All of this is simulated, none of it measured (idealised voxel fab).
Herein follows the process module entitled voxel capacitor over wiring.
Cross-section cut spans 245 nm and uses square cells 5 nm in size.
Cross-section layout: square cells on a grid; listed as bands, top to bottom; a band spans one or more cell rows. Basically the band line says how high the top is and how high the bottom is, in nm, and then what's in it from left to right, every material with its width in nm. Empty space shows up as "empty", and if a single material carries "everywhere" it runs the full band edge to edge. Height is counted from the level 0, under which the received wafer is composed throughout of one material. The lowest of the bands is not closed at the bottom but continues downward, in the notation "0..down". The width entry "30 to 40" should be interpreted row by row: the top row of cells in the band takes the first number, the bottom row takes the second number, and the change between adjacent rows is uniform throughout. Key: "everything unchanged" - step with no changed cell in the cross-section. So "Voids lacking openings" is basically the list of trapped voids: any empty space of 8 cells or more that can't reach the top through an opening. They're written width x height at distance, the distance being from the left edge, and it's all nm. Whatever follows a step's settings on its line is a remark the simulator itself makes about that step. overlay nm: for a step with a mask, the amount by which the mask lay right of where it was planned; a negative amount means left of it.
The planned process steps are enumerated hereunder
step 1: RECEIVE (material Si)
step 2: CONFORMAL_DEP (material SiO2; thk nm 15)
step 3: CONFORMAL_DEP (material SiN; thk nm 5)
step 4: DIRECTIONAL_DEP (material SiO2; thk nm 15)
step 5: MASKED_ETCH (tone open; mask id METAL_1; width nm 30; pitch nm 100; etch materials SiO2; depth nm 15; overlay nm 0)
step 6: MASKED_ETCH (tone open; mask id METAL_1; width nm 30; pitch nm 100; etch materials SiN; depth nm 5; overlay nm 0)
step 7: CONFORMAL_DEP (material TiN; thk nm 5)
step 8: FILL_DEP (material W; thk nm 10)
step 9: CMP (height nm 35)
step 10: EPI (material Ru; thk nm 5)
step 11: FILL_DEP (material SiCN; thk nm 5)
step 12: DIRECTIONAL_DEP (material SiO2; thk nm 20)
step 13: DIRECTIONAL_DEP (material aC; thk nm 15)
step 14: PATTERN (tone open; mask id PLUG_1; material resist; width nm 15; thk nm 35; overlay nm 0)
step 15: DIRECTIONAL_ETCH (etch materials aC; depth nm 15)
step 16: STRIP (etch materials resist)
step 17: DIRECTIONAL_ETCH (etch materials SiO2; depth nm 20)
step 18: DIRECTIONAL_ETCH (etch materials SiCN; depth nm 5)
step 19: STRIP (etch materials aC)
step 20: CONFORMAL_DEP (material TiN; thk nm 5)
step 21: FILL_DEP (material Ru; thk nm 5)
step 22: CMP (height nm 65)
step 23: DIRECTIONAL_DEP (material TiN; thk nm 5)
step 24: DIRECTIONAL_DEP (material SiN; thk nm 5)
step 25: DIRECTIONAL_DEP (material TiN; thk nm 5)
step 26: DIRECTIONAL_DEP (material aC; thk nm 15)
step 27: PATTERN (tone cover; mask id UPPER_PLATE; material resist; width nm 75; thk nm 30; overlay nm 0)
step 28: DIRECTIONAL_ETCH (etch materials aC; depth nm 15)
step 29: STRIP (etch materials resist)
step 30: DIRECTIONAL_ETCH (etch materials TiN; depth nm 5)
step 31: DIRECTIONAL_ETCH (etch materials SiN; depth nm 5)
step 32: STRIP (etch materials aC)
step 33: DIRECTIONAL_DEP (material aC; thk nm 15)
step 34: PATTERN (tone cover; mask id LOWER_PLATE; material resist; width nm 85; thk nm 30; overlay nm 0)
step 35: DIRECTIONAL_ETCH (etch materials aC; depth nm 15)
step 36: STRIP (etch materials resist)
step 37: DIRECTIONAL_ETCH (etch materials TiN; depth nm 5)
step 38: STRIP (etch materials aC)
step 39: FILL_DEP (material SiO2; thk nm 20)
step 40: CMP (height nm 95)
step 41: PATTERN (tone open; mask id PLUG_2; material resist; width nm 15; thk nm 20; overlay nm 0)
step 42: DIRECTIONAL_ETCH (etch materials SiO2; depth nm 15)
step 43: STRIP (etch materials resist)
step 44: CONFORMAL_DEP (material TiN; thk nm 5)
step 45: FILL_DEP (material Ru; thk nm 10)
step 46: CMP (height nm 95)
step 47: CONFORMAL_DEP (material SiN; thk nm 5)
Cross-section of the wafer upon arrival, representing the state reached after step 1
- 0..down  Si everywhere
- Voids lacking openings: none
The first of two wafers, cross-sectioned at the end of the module, with the run proceeding as planned
- 100..95  SiN everywhere
- 95..85  SiO2 80; TiN 5; Ru 5; TiN 5; SiO2 150
- 85..75  SiO2 80 to 70; TiN 15 to 75; SiO2 150 to 100
- 75..70  SiO2 70; SiN 75; SiO2 100
- 70..65  SiO2 65; TiN 85; SiO2 95
- 65..45  SiO2 70; TiN 5; Ru 5; TiN 5; SiO2 160
- 45..40  SiCN 70; TiN 15; SiCN 160
- 40..35  SiCN 50; Ru 40; SiCN 60; Ru 40; SiCN 55
- 35..20  SiO2 55; TiN 5; W 20; TiN 5; SiO2 70; TiN 5; W 20; TiN 5; SiO2 60
- 20..15  SiN 55; TiN 30; SiN 70; TiN 30; SiN 60
- 15..0  SiO2 everywhere
- 0..down  Si everywhere
- Voids lacking openings: none
Second wafer of the two, sectioned at the end of the module. It began like the first and followed the same plan, but one mistake was made while running it
- 100..95  SiN everywhere
- 95..85  SiO2 80; TiN 5; Ru 5; TiN 5; SiO2 150
- 85..75  SiO2 80 to 70; TiN 15 to 75; SiO2 150 to 100
- 75..70  SiO2 65; TiN 85; SiO2 95
- 70..65  SiN everywhere
- 65..45  SiO2 70; TiN 5; Ru 5; TiN 5; SiO2 160
- 45..40  SiCN 70; TiN 15; SiCN 160
- 40..35  SiCN 50; Ru 40; SiCN 60; Ru 40; SiCN 55
- 35..20  SiO2 55; TiN 5; W 20; TiN 5; SiO2 70; TiN 5; W 20; TiN 5; SiO2 60
- 20..15  SiN 55; TiN 30; SiN 70; TiN 30; SiN 60
- 15..0  SiO2 everywhere
- 0..down  Si everywhere
- Voids lacking openings: none
what went wrong: the processing plan was not followed for steps 23 and 24, which were run with their positions exchanged
The final cell counts differ between the wafers, with the second having more or fewer of some materials than the first: 34 more of SiN; 34 fewer of SiO2
